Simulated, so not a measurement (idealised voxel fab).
Process module, titled voxel released beams
160 nm wide, 5 nm square cells: that's cross-section cut.
For the purposes of this document, a cross-section shall be understood as a grid of square cells, specified as bands listed in top-to-bottom order, each band consisting of one or more rows of cells.
Band: top height; bottom height; in nm. Then, left to right: material with width in nm, for each material. "throughout": a single material spanning edge to edge. "blank": empty space.
Note: height 0 marks the level under which the wafer is uniformly one material as received. Lowest band unbounded below, written "z 0 and below".
It should be noted that a width expressed as "30..40" varies in equal increments from row to row of cells within the band, taking the value of the first number at the top row and that of the second number at the bottom row.
The cross-section has no changed cell in any step marked "remained unchanged".
Each empty space that has no open way to the top and spans at least 8 cells appears under "Sealed void inventory" as width x height at distance, the distance counted from the left edge, all in nm.
Post-settings text on a step line: simulator's own remark regarding the step.
overlay nm: for a step with a mask, the amount by which the mask lay right of where it was planned; a negative amount means left of it.
These are the steps we planned for the process
1) RECEIVE: material Si
2) CONFORMAL_DEP: material Al2O3, thk nm 5
3) DIRECTIONAL_DEP: material SiO2, thk nm 20
4) DIRECTIONAL_DEP: material aC, thk nm 15
5) PATTERN: tone open, mask id ANCHOR, material resist, width nm 35, thk nm 30, overlay nm 0
6) DIRECTIONAL_ETCH: etch materials aC, depth nm 15
7) STRIP: etch materials resist
8) DIRECTIONAL_ETCH: etch materials SiO2, depth nm 20
9) STRIP: etch materials aC
10) CONFORMAL_DEP: material W, thk nm 10
11) DIRECTIONAL_DEP: material aC, thk nm 10
12) PATTERN: tone cover, mask id BEAM, material resist, width nm 110, thk nm 30, overlay nm 0
13) DIRECTIONAL_ETCH: etch materials aC, depth nm 10
14) STRIP: etch materials resist
15) DIRECTIONAL_ETCH: etch materials W, depth nm 10
16) STRIP: etch materials aC
17) STRIP: etch materials SiO2
Shown in cross-section is the wafer as received, that is, as it stands after step 1
- z 0 and below = Si throughout
- Sealed void inventory: none
first wafer at the end, as planned
- z 35 to 25 = blank=20 | W=15 | blank=15 | W=80 | blank=30
- z 25 to 15 = blank=25 | W=10 | blank=15 | W=10 | blank=100
- z 15 to 5 = blank=25 | W=35 | blank=100
- z 5 to 0 = Al2O3 throughout
- z 0 and below = Si throughout
- Sealed void inventory: none
Cross-section of the latter of the two wafers at module completion. It had an identical start and an identical plan to the former; in running it, one mistake was made
- z 35 to 25 = blank=20 | W=50 | blank=90
- z 25 to 15 = blank=15 | W=10 | SiO2=35 | W=10 | blank=90
- z 15 to 5 = blank=15 | W=10 | SiO2=35 | W=70 | blank=30
- z 5 to 0 = Al2O3 throughout
- z 0 and below = Si throughout
- Sealed void inventory: none
Error vs. plan: step 5 off recipe, ran as PATTERN: tone cover, mask id ANCHOR, material resist, width nm 35, thk nm 30, overlay nm 0
Heads up, by the end the second wafer has more or fewer cells of some materials compared to the first: +28 SiO2
